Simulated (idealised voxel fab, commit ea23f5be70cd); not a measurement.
process module | voxel transistor to metal
cross-section cut | 205 nm wide | cells 5 nm
A cross-section is a grid of square cells, given in bands from the top down. A band is one or more rows of cells.
Each band's line starts with the height of the band's top and of its bottom, in nm. Then come its materials from left to right, each with its width in nm. One material with "throughout" fills the band from edge to edge. "air" is empty space.
Height 0 is the level under which the wafer as received is all one material. The lowest band goes on downwards, as in "0 down".
A width such as "30 to 40" changes by the same amount from each row of cells to the next, from the band's top row to its bottom row.
"no change" after a step means that no cell of the cross-section changed.
closed voids: empty space of 8 cells or more with no open way to the top, each as width x height at its distance from the left edge, in nm
after a step's settings: what the simulator itself notes on the step
overlay nm, on a step with a mask: how far to the right of its planned place the mask lay; to the left if negative
plan
1 op RECEIVE | material Si
2 op OXIDIZE | depth nm 5
3 op CONFORMAL_DEP | material SiN | thk nm 15
4 op MASKED_ETCH | tone cover | mask id ACTIVE | width nm 110 | etch materials SiN | depth nm 15 | overlay nm 0
5 op MASKED_ETCH | tone cover | mask id ACTIVE | width nm 110 | etch materials SiO2 | depth nm 5 | overlay nm 0
6 op MASKED_ETCH | tone cover | mask id ACTIVE | width nm 110 | etch materials Si | depth nm 25 | overlay nm -15
7 op FILL_DEP | material SiO2 | thk nm 10
8 op CMP | height nm 15
9 op SELECTIVE_ETCH | etch materials SiO2 | depth nm 5
10 op STRIP | etch materials SiN
11 op SELECTIVE_ETCH | etch materials SiO2 | depth nm 5
12 op OXIDIZE | depth nm 5
13 op DIRECTIONAL_DEP | material polySi | thk nm 25
14 op DIRECTIONAL_DEP | material SiCN | thk nm 10
15 op PATTERN | tone cover | mask id GATE | material resist | width nm 30 | thk nm 20 | overlay nm 0
16 op DIRECTIONAL_ETCH | etch materials SiCN | depth nm 20
17 op DIRECTIONAL_ETCH | etch materials polySi | depth nm 35
18 op STRIP | etch materials resist
19 op CONFORMAL_DEP | material SiO2 | thk nm 5
20 op DIRECTIONAL_ETCH | etch materials SiO2 | depth nm 5
21 op CONFORMAL_DEP | material SiN | thk nm 10
22 op DIRECTIONAL_ETCH | etch materials SiN | depth nm 10
23 op DIRECTIONAL_ETCH | etch materials SiO2 | depth nm 5
24 op DIRECTIONAL_ETCH | etch materials Si | depth nm 5
25 op EPI | material nSi | thk nm 5
26 op FILL_DEP | material SiO2 | thk nm 5
27 op CMP | height nm 20
28 op STRIP | etch materials polySi
29 op SELECTIVE_ETCH | etch materials SiO2 | depth nm 5
30 op CONFORMAL_DEP | material HfO2 | thk nm 5
31 op CONFORMAL_DEP | material TiN | thk nm 5
32 op FILL_DEP | material W | thk nm 5
33 op CMP | height nm 15
34 op DIRECTIONAL_DEP | material SiO2 | thk nm 15
35 op MASKED_ETCH | tone open | mask id CONTACT | width nm 20 | pitch nm 80 | etch materials SiO2 | depth nm 40 | overlay nm 0
36 op CONFORMAL_DEP | material TiN | thk nm 5
37 op FILL_DEP | material W | thk nm 5
38 op CMP | height nm 30
39 op DIRECTIONAL_DEP | material TiN | thk nm 5
40 op DIRECTIONAL_DEP | material Ru | thk nm 15
41 op PATTERN | tone cover | mask id METAL_1 | material resist | width nm 20 | pitch nm 80 | thk nm 15 | overlay nm 0
42 op DIRECTIONAL_ETCH | etch materials Ru | depth nm 15
43 op DIRECTIONAL_ETCH | etch materials TiN | depth nm 5
44 op STRIP | etch materials resist
45 op CONFORMAL_DEP | material SiCN | thk nm 5
46 op FILL_DEP | material SiO2 | thk nm 10
47 op CMP | height nm 50
48 op CONFORMAL_DEP | material SiN | thk nm 5
varied across the wafers: overlay nm of step 6. The plan shows the first wafer's value. All wafers start alike
first wafer as received, after step 1
  0 down: Si throughout
  closed voids: none
first wafer at the end, after step 48
  55 to 50: SiN throughout
  50 to 35: SiO2 45 | SiCN 5 | Ru 20 | SiCN 5 | SiO2 50 | SiCN 5 | Ru 20 | SiCN 5 | SiO2 50
  35 to 30: SiCN 50 | TiN 20 | SiCN 60 | TiN 20 | SiCN 55
  30 to 15: SiO2 50 | TiN 5 | W 10 | TiN 5 | SiO2 60 | TiN 5 | W 10 | TiN 5 | SiO2 55
  15 to 5: SiO2 50 | TiN 5 to 10 | W 10 to 5 | TiN 5 | SiN 10 | HfO2 5 | TiN 5 | W 20 | TiN 5 | HfO2 5 | SiN 10 | TiN 5 | W 10 to 5 | TiN 5 to 10 | SiO2 55
  5 to 0: SiO2 45 | SiN 10 | TiN 5 | W 5 | TiN 5 | SiN 10 | HfO2 5 | TiN 5 | W 20 | TiN 5 | HfO2 5 | SiN 10 | TiN 5 | W 5 | TiN 5 | SiN 10 | SiO2 50
  0 to -5: SiO2 45 | SiN 10 | TiN 15 | SiN 10 | HfO2 5 | TiN 30 | HfO2 5 | SiN 10 | TiN 15 | SiN 10 | SiO2 50
  -5 to -10: SiO2 30 | Si 5 | SiO2 20 | nSi 5 | TiN 5 | nSi 5 | SiO2 10 | HfO2 40 | SiO2 10 | nSi 5 | TiN 5 | nSi 5 | SiO2 60
  -10 to -15: SiO2 30 | Si 25 | nSi 15 | Si 60 | nSi 15 | Si 10 | SiO2 50
  -15 to -30: SiO2 30 | Si 125 | SiO2 50
  -30 down: Si throughout
  closed voids: none
last wafer at the end
  55 to 50: SiN throughout
  50 to 35: SiO2 45 | SiCN 5 | Ru 20 | SiCN 5 | SiO2 50 | SiCN 5 | Ru 20 | SiCN 5 | SiO2 50
  35 to 30: SiCN 50 | TiN 20 | SiCN 60 | TiN 20 | SiCN 55
  30 to 15: SiO2 50 | TiN 5 | W 10 | TiN 5 | SiO2 60 | TiN 5 | W 10 | TiN 5 | SiO2 55
  15 to 5: SiO2 50 | TiN 5 to 10 | W 10 to 5 | TiN 5 | SiN 10 | HfO2 5 | TiN 5 | W 20 | TiN 5 | HfO2 5 | SiN 10 | TiN 5 | W 10 to 5 | TiN 5 to 10 | SiO2 55
  5 to 0: SiO2 45 | SiN 10 | TiN 5 | W 5 | TiN 5 | SiN 10 | HfO2 5 | TiN 5 | W 20 | TiN 5 | HfO2 5 | SiN 10 | TiN 5 | W 5 | TiN 5 | SiN 10 | SiO2 50
  0 to -5: SiO2 45 | SiN 10 | TiN 15 | SiN 10 | HfO2 5 | TiN 30 | HfO2 5 | SiN 10 | TiN 15 | SiN 10 | SiO2 50
  -5 to -10: SiO2 55 | nSi 5 | TiN 5 | nSi 5 | SiO2 10 | HfO2 40 | SiO2 10 | nSi 5 | TiN 5 | nSi 5 | SiO2 20 | Si 5 | SiO2 35
  -10 to -15: SiO2 45 | Si 10 | nSi 15 | Si 60 | nSi 15 | Si 25 | SiO2 35
  -15 to -30: SiO2 45 | Si 125 | SiO2 35
  -30 down: Si throughout
  closed voids: none
each wafer at the end: cells of each material gained (+) or lost (-) since it was received, then its closed voids
overlay nm -15 | +16 HfO2 | +24 Ru | -151 Si | +45 SiCN | +65 SiN | +356 SiO2 | +54 TiN | +32 W | +10 nSi | closed voids: none
overlay nm -10 | +16 HfO2 | +24 Ru | -156 Si | +45 SiCN | +65 SiN | +361 SiO2 | +54 TiN | +32 W | +10 nSi | closed voids: none
overlay nm -5 | +16 HfO2 | +24 Ru | -160 Si | +45 SiCN | +65 SiN | +365 SiO2 | +54 TiN | +32 W | +10 nSi | closed voids: none
overlay nm 0 | +16 HfO2 | +24 Ru | -164 Si | +45 SiCN | +65 SiN | +369 SiO2 | +54 TiN | +32 W | +10 nSi | closed voids: none
overlay nm 5 | +16 HfO2 | +24 Ru | -160 Si | +45 SiCN | +65 SiN | +365 SiO2 | +54 TiN | +32 W | +10 nSi | closed voids: none
overlay nm 10 | +16 HfO2 | +24 Ru | -156 Si | +45 SiCN | +65 SiN | +361 SiO2 | +54 TiN | +32 W | +10 nSi | closed voids: none
overlay nm 15 | +16 HfO2 | +24 Ru | -151 Si | +45 SiCN | +65 SiN | +356 SiO2 | +54 TiN | +32 W | +10 nSi | closed voids: none
